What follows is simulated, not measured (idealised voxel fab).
Documented hereafter: the process module known as voxel local oxidation.
Cross-section cut: width 220 nm, square cells of 5 nm.
Think of the cross-section as a grid of square cells. We describe it in bands, top to bottom, and each band covers one or more rows of those cells. Band: top and bottom heights (nm) first, top before bottom; then materials from left to right, widths in nm. "all across" marks a sole material filling the band edge to edge. "air" denotes empty space. Heights are reckoned from 0. Under this level, the received wafer is all of one material. The bottommost band is open-ended downward, for example "0 -> down". Width: "30..40" (first number = top row, second number = bottom row, same change from row to row of cells). Where the words "no modification" appear for a step, the cross-section shows no cell changed by that step; every cell remained as before. Any empty space of 8 cells or more lacking an open way to the top shows up in "Listed closed voids" as width x height at distance, distance from the left edge, in nm. Step line, after settings: the simulator's comment on this step. When a step includes a mask, the "overlay nm" setting on its line states how far to the right of its planned place that mask lay, and negative values state how far to the left.

### Below is the list of planned process steps
1 RECEIVE, material Si
2 OXIDIZE, depth nm 5
3 CONFORMAL_DEP, material SiN, thk nm 15
4 PATTERN, tone cover, mask id ACTIVE, material resist, width nm 110, thk nm 15, overlay nm 0
5 DIRECTIONAL_ETCH, etch materials SiN, depth nm 15
6 STRIP, etch materials resist
7 SELECTIVE_ETCH, etch materials SiO2, depth nm 5
8 OXIDIZE, depth nm 10
9 STRIP, etch materials SiN

### Delivered wafer in cross-section: state after step 1
> 0 -> down  Si all across
> Listed closed voids: none

### End-of-module cross-section. Starting structure and process plan as above; one mistake made in running it
> 0 -> -5  50 SiO2, then 120 air, then 50 SiO2
> -5 -> -15  40 Si, then 140 SiO2, then 40 Si
> -15 -> down  Si all across
> Listed closed voids: none
What broke from the plan during processing? step 4 was run on a setting that differed from the plan, and what really ran there is PATTERN, tone open, mask id ACTIVE, material resist, width nm 110, thk nm 15, overlay nm 0
